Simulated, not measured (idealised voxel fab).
process module | voxel air gaps
cross-section cut | 165 nm wide | cells 5 nm
A cross-section is a grid of square cells, given in bands from the top down. A band is one or more rows of cells.
Each band's line starts with the height of the band's top and of its bottom, in nm. Then come its materials from left to right, each with its width in nm. One material with "throughout" fills the band from edge to edge. "air" is empty space.
Height 0 is the level under which the wafer as received is all one material. The lowest band goes on downwards, as in "0 down".
A width such as "30 to 40" changes by the same amount from each row of cells to the next, from the band's top row to its bottom row.
"no change" after a step means that no cell of the cross-section changed.
closed voids: empty space of 8 cells or more with no open way to the top, each as width x height at its distance from the left edge, in nm
after a step's settings: what the simulator itself notes on the step
overlay nm, on a step with a mask: how far to the right of its planned place the mask lay; to the left if negative
plan
1 op RECEIVE | material Si
2 op CONFORMAL_DEP | material SiO2 | thk nm 10
3 op CONFORMAL_DEP | material SiN | thk nm 5
4 op DIRECTIONAL_DEP | material lowk | thk nm 35
5 op PATTERN | tone open | mask id LINES | material resist | width nm 15 | pitch nm 45 | thk nm 20 | overlay nm -15
6 op DIRECTIONAL_ETCH | etch materials lowk | depth nm 35
7 op STRIP | etch materials resist
8 op CONFORMAL_DEP | material TiN | thk nm 5
9 op FILL_DEP | material Ru | thk nm 5
10 op CMP | height nm 50
11 op EPI | material Ru | thk nm 10
12 op SELECTIVE_ETCH | etch materials lowk | depth nm 45
13 op CONFORMAL_DEP | material SiCN | thk nm 5
varied across the wafers: overlay nm of step 5. The plan shows the first wafer's value. All wafers start alike
first wafer as received, after step 1
  0 down: Si throughout
  closed voids: none
first wafer at the end, after step 13
  65 to 60: SiCN 135 | air 30
  60 to 50: SiCN 5 | Ru 35 | SiCN 10 | Ru 35 | SiCN 10 | Ru 35 | SiCN 5 | air 30
  50 to 45: SiCN 15 | TiN 5 | Ru 5 | TiN 5 | SiCN 30 | TiN 5 | Ru 5 | TiN 5 | SiCN 30 | TiN 5 | Ru 5 | TiN 5 | SiCN 15 | air 30
  45 to 20: air 10 | SiCN 5 | TiN 5 | Ru 5 | TiN 5 | SiCN 5 | air 20 | SiCN 5 | TiN 5 | Ru 5 | TiN 5 | SiCN 5 | air 20 | SiCN 5 | TiN 5 | Ru 5 | TiN 5 | SiCN 5 | air 40
  20 to 15: SiCN 15 | TiN 15 | SiCN 30 | TiN 15 | SiCN 30 | TiN 15 | SiCN 45
  15 to 10: SiN throughout
  10 to 0: SiO2 throughout
  0 down: Si throughout
  closed voids: 10 x 25 at 0; 20 x 25 at 35; 20 x 25 at 80
last wafer at the end
  65 to 60: air 30 | SiCN 135
  60 to 50: air 30 | SiCN 5 | Ru 35 | SiCN 10 | Ru 35 | SiCN 10 | Ru 35 | SiCN 5
  50 to 45: air 30 | SiCN 15 | TiN 5 | Ru 5 | TiN 5 | SiCN 30 | TiN 5 | Ru 5 | TiN 5 | SiCN 30 | TiN 5 | Ru 5 | TiN 5 | SiCN 15
  45 to 20: air 40 | SiCN 5 | TiN 5 | Ru 5 | TiN 5 | SiCN 5 | air 20 | SiCN 5 | TiN 5 | Ru 5 | TiN 5 | SiCN 5 | air 20 | SiCN 5 | TiN 5 | Ru 5 | TiN 5 | SiCN 5 | air 10
  20 to 15: SiCN 45 | TiN 15 | SiCN 30 | TiN 15 | SiCN 30 | TiN 15 | SiCN 15
  15 to 10: SiN throughout
  10 to 0: SiO2 throughout
  0 down: Si throughout
  closed voids: 20 x 25 at 65; 20 x 25 at 110; 10 x 25 at 155
each wafer at the end: cells of each material gained (+) or lost (-) since it was received, then its closed voids
overlay nm -15 | +60 Ru | +111 SiCN | +33 SiN | +66 SiO2 | +45 TiN | closed voids: 10 x 25 at 0; 20 x 25 at 35; 20 x 25 at 80
overlay nm -10 | +60 Ru | +111 SiCN | +33 SiN | +66 SiO2 | +45 TiN | closed voids: 20 x 25 at 40; 20 x 25 at 85
overlay nm -5 | +60 Ru | +111 SiCN | +33 SiN | +66 SiO2 | +45 TiN | closed voids: 20 x 25 at 45; 20 x 25 at 90
overlay nm 0 | +60 Ru | +111 SiCN | +33 SiN | +66 SiO2 | +45 TiN | closed voids: 20 x 25 at 50; 20 x 25 at 95
overlay nm 5 | +60 Ru | +111 SiCN | +33 SiN | +66 SiO2 | +45 TiN | closed voids: 20 x 25 at 55; 20 x 25 at 100
overlay nm 10 | +60 Ru | +111 SiCN | +33 SiN | +66 SiO2 | +45 TiN | closed voids: 20 x 25 at 60; 20 x 25 at 105
overlay nm 15 | +60 Ru | +111 SiCN | +33 SiN | +66 SiO2 | +45 TiN | closed voids: 20 x 25 at 65; 20 x 25 at 110; 10 x 25 at 155
